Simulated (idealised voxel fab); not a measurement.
The following is a process module called voxel wiring stack.
We display cut, a cross-section 270 nm in width whose square cells are each 5 nm.
If you're reading a cross-section in this doc, picture square cells in a grid; it comes to you as bands, top ones listed first down to the bottom, and a band can be one or more rows of cells.
The band entry comprises the height of the band's top followed by the height of its bottom, expressed in nm, and subsequently the band's materials from left to right, each stated together with its width in nm. Where a single material is marked with the word "all across", that material fills the band from edge to edge. The word "empty" represents empty space.
It should be noted that heights are counted from 0, beneath which the wafer as supplied is of one material throughout, and that the lowest band possesses no lower boundary but continues downward, as written in "from 0 down".
The notation "30..40" denotes a width that varies across the rows of cells in the band, beginning at the first number in the top row, finishing at the second number in the bottom row, and changing by an identical amount from each row to the next.
The designation "identical to before", where it is given for a processing step, indicates that no cell of the cross-section was altered in the course of that step.
Reported under the label "Entrapped voids" are the empty spaces having no open way to the top and comprising 8 cells or more; the notation for each is width x height at distance, in which the distance is measured from the left edge and all three values are in nm.
Heads up: the bit after the settings on a step's line is the simulator's remark on that step.
When a step includes a mask, the "overlay nm" setting on its line states how far to the right of its planned place that mask lay, and negative values state how far to the left.

**Steps planned for the process**
1 RECEIVE with material Si
2 CONFORMAL_DEP with material SiO2, thk nm 10
3 DIRECTIONAL_DEP with material TiN, thk nm 5
4 DIRECTIONAL_DEP with material W, thk nm 15
5 MASKED_ETCH with tone cover, mask id METAL_1, width nm 25, pitch nm 40, etch materials W, depth nm 15, overlay nm 0
6 MASKED_ETCH with tone cover, mask id METAL_1, width nm 25, pitch nm 40, etch materials TiN, depth nm 5, overlay nm 0
7 FILL_DEP with material lowk, thk nm 10
8 CMP with height nm 30
9 CONFORMAL_DEP with material SiCN, thk nm 5
10 DIRECTIONAL_DEP with material SiO2, thk nm 10
11 DIRECTIONAL_DEP with material aC, thk nm 15
12 PATTERN with tone open, mask id PLUG_1, material resist, width nm 15, pitch nm 40, thk nm 30, overlay nm 0
13 DIRECTIONAL_ETCH with etch materials aC, depth nm 15
14 STRIP with etch materials resist
15 DIRECTIONAL_ETCH with etch materials SiO2, depth nm 10
16 DIRECTIONAL_ETCH with etch materials SiCN, depth nm 5
17 STRIP with etch materials aC
18 CONFORMAL_DEP with material TiN, thk nm 5
19 FILL_DEP with material W, thk nm 5
20 CMP with height nm 45
21 CONFORMAL_DEP with material SiCN, thk nm 5
22 DIRECTIONAL_DEP with material SiO2, thk nm 15
23 MASKED_ETCH with tone open, mask id METAL_2, width nm 25, pitch nm 40, etch materials SiO2, depth nm 15, overlay nm 0
24 MASKED_ETCH with tone open, mask id METAL_2, width nm 25, pitch nm 40, etch materials SiCN, depth nm 5, overlay nm 0
25 CONFORMAL_DEP with material TiN, thk nm 5
26 FILL_DEP with material Cu, thk nm 5
27 CMP with height nm 65
28 CONFORMAL_DEP with material SiCN, thk nm 5
29 DIRECTIONAL_DEP with material lowk, thk nm 35
30 DIRECTIONAL_DEP with material aC, thk nm 15
31 PATTERN with tone open, mask id METAL_3_HOLES, material resist, width nm 15, pitch nm 40, thk nm 30, overlay nm 0
32 DIRECTIONAL_ETCH with etch materials aC, depth nm 15
33 STRIP with etch materials resist
34 DIRECTIONAL_ETCH with etch materials lowk, depth nm 35
35 STRIP with etch materials aC
36 DIRECTIONAL_DEP with material aC, thk nm 15
37 PATTERN with tone open, mask id METAL_3, material resist, width nm 25, pitch nm 40, thk nm 35, overlay nm 0
38 DIRECTIONAL_ETCH with etch materials aC, depth nm 15
39 STRIP with etch materials resist
40 DIRECTIONAL_ETCH with etch materials lowk, depth nm 20
41 DIRECTIONAL_ETCH with etch materials SiCN, depth nm 5
42 STRIP with etch materials aC
43 CONFORMAL_DEP with material TiN, thk nm 5
44 FILL_DEP with material Ru, thk nm 5
45 CMP with height nm 105
46 CONFORMAL_DEP with material SiCN, thk nm 5
47 DIRECTIONAL_DEP with material SiO2, thk nm 25
48 PATTERN with tone open, mask id METAL_4, material resist, width nm 25, pitch nm 40, thk nm 15, overlay nm 0
49 DIRECTIONAL_ETCH with etch materials SiO2, depth nm 15
50 STRIP with etch materials resist
51 DIRECTIONAL_DEP with material aC, thk nm 15
52 PATTERN with tone open, mask id METAL_4_HOLES, material resist, width nm 15, pitch nm 80, thk nm 35, overlay nm 0
53 DIRECTIONAL_ETCH with etch materials aC, depth nm 15
54 STRIP with etch materials resist
55 DIRECTIONAL_ETCH with etch materials SiO2, depth nm 10
56 DIRECTIONAL_ETCH with etch materials SiCN, depth nm 5
57 STRIP with etch materials aC
58 CONFORMAL_DEP with material TiN, thk nm 5
59 FILL_DEP with material Ru, thk nm 5
60 CMP with height nm 135
61 CONFORMAL_DEP with material SiN, thk nm 5

**Incoming wafer, cross-sectional view, post step 1**
    from 0 down | Si all across
    Entrapped voids: none

**Cross-sectional image of the first of two wafers at the end of the module, the run having proceeded as planned**
    from 140 to 135 | SiN all across
    from 135 to 125 | 80 SiO2  5 TiN  15 Ru  5 TiN  15 SiO2  5 TiN  15 Ru  5 TiN  15 SiO2  5 TiN  15 Ru  5 TiN  85 SiO2
    from 125 to 120 | 80 SiO2  5 TiN  5 Ru  15 TiN  15 SiO2  25 TiN  15 SiO2  5 TiN  5 Ru  15 TiN  85 SiO2
    from 120 to 110 | 80 SiO2  5 TiN  5 Ru  5 TiN  65 SiO2  5 TiN  5 Ru  5 TiN  95 SiO2
    from 110 to 105 | 80 SiCN  15 TiN  65 SiCN  15 TiN  95 SiCN
    from 105 to 90 | 80 lowk  5 TiN  15 Ru  5 TiN  15 lowk  5 TiN  15 Ru  5 TiN  15 lowk  5 TiN  15 Ru  5 TiN  85 lowk
    from 90 to 85 | 80 lowk  5 TiN  5 Ru  15 TiN  15 lowk  5 TiN  5 Ru  15 TiN  15 lowk  5 TiN  5 Ru  15 TiN  85 lowk
    from 85 to 70 | 80 lowk  5 TiN  5 Ru  5 TiN  25 lowk  5 TiN  5 Ru  5 TiN  25 lowk  5 TiN  5 Ru  5 TiN  95 lowk
    from 70 to 65 | 80 SiCN  15 TiN  25 SiCN  15 TiN  25 SiCN  15 TiN  95 SiCN
    from 65 to 50 | 80 SiO2  5 TiN  15 Cu  5 TiN  15 SiO2  5 TiN  15 Cu  5 TiN  15 SiO2  5 TiN  15 Cu  5 TiN  85 SiO2
    from 50 to 45 | 80 SiCN  25 TiN  15 SiCN  25 TiN  15 SiCN  25 TiN  85 SiCN
    from 45 to 35 | 80 SiO2  5 TiN  5 W  5 TiN  25 SiO2  5 TiN  5 W  5 TiN  25 SiO2  5 TiN  5 W  5 TiN  95 SiO2
    from 35 to 30 | 80 SiCN  15 TiN  25 SiCN  15 TiN  25 SiCN  15 TiN  95 SiCN
    from 30 to 15 | 80 lowk  25 W  15 lowk  25 W  15 lowk  25 W  85 lowk
    from 15 to 10 | 80 lowk  25 TiN  15 lowk  25 TiN  15 lowk  25 TiN  85 lowk
    from 10 to 0 | SiO2 all across
    from 0 down | Si all across
    Entrapped voids: none

**This is the second of the two wafers, cross-sectioned at the end of the module; it started exactly like the first and was given the same plan, but it was run with one mistake**
    from 140 to 135 | SiN all across
    from 135 to 125 | 80 SiO2  5 TiN  15 Ru  5 TiN  15 SiO2  5 TiN  15 Ru  5 TiN  15 SiO2  5 TiN  15 Ru  5 TiN  85 SiO2
    from 125 to 120 | 80 SiO2  5 TiN  5 Ru  15 TiN  15 SiO2  25 TiN  15 SiO2  5 TiN  5 Ru  15 TiN  85 SiO2
    from 120 to 110 | 80 SiO2  5 TiN  5 Ru  5 TiN  65 SiO2  5 TiN  5 Ru  5 TiN  95 SiO2
    from 110 to 105 | 80 SiCN  15 TiN  65 SiCN  15 TiN  95 SiCN
    from 105 to 90 | 80 lowk  5 TiN  15 Ru  5 TiN  15 lowk  5 TiN  15 Ru  5 TiN  15 lowk  5 TiN  15 Ru  5 TiN  85 lowk
    from 90 to 85 | 80 lowk  5 TiN  5 Ru  15 TiN  15 lowk  5 TiN  5 Ru  15 TiN  15 lowk  5 TiN  5 Ru  15 TiN  85 lowk
    from 85 to 70 | 80 lowk  5 TiN  5 Ru  5 TiN  25 lowk  5 TiN  5 Ru  5 TiN  25 lowk  5 TiN  5 Ru  5 TiN  95 lowk
    from 70 to 65 | 80 SiCN  15 TiN  25 SiCN  15 TiN  25 SiCN  15 TiN  95 SiCN
    from 65 to 50 | 80 SiO2  5 TiN  15 Cu  5 TiN  15 SiO2  5 TiN  15 Cu  5 TiN  15 SiO2  5 TiN  15 Cu  5 TiN  85 SiO2
    from 50 to 45 | 80 SiCN  25 TiN  15 SiCN  25 TiN  15 SiCN  25 TiN  85 SiCN
    from 45 to 40 | 80 SiO2  5 TiN  5 W  5 TiN  25 SiO2  5 TiN  5 W  5 TiN  25 SiO2  5 TiN  5 W  5 TiN  95 SiO2
    from 40 to 35 | 80 SiCN  15 TiN  25 SiCN  15 TiN  25 SiCN  15 TiN  95 SiCN
    from 35 to 30 | lowk all across
    from 30 to 15 | 80 lowk  25 W  15 lowk  25 W  15 lowk  25 W  85 lowk
    from 15 to 10 | 80 lowk  25 TiN  15 lowk  25 TiN  15 lowk  25 TiN  85 lowk
    from 10 to 0 | SiO2 all across
    from 0 down | Si all across
    Entrapped voids: none
The plan and the run diverged here: note that step 8 departed from the planned setting and was carried out as CMP with height nm 35
In the final state, the cell counts of the second wafer exceed or fall short of those of the first for the following materials: 45 fewer of SiO2; 6 fewer of TiN; 3 fewer of W; 54 more of lowk
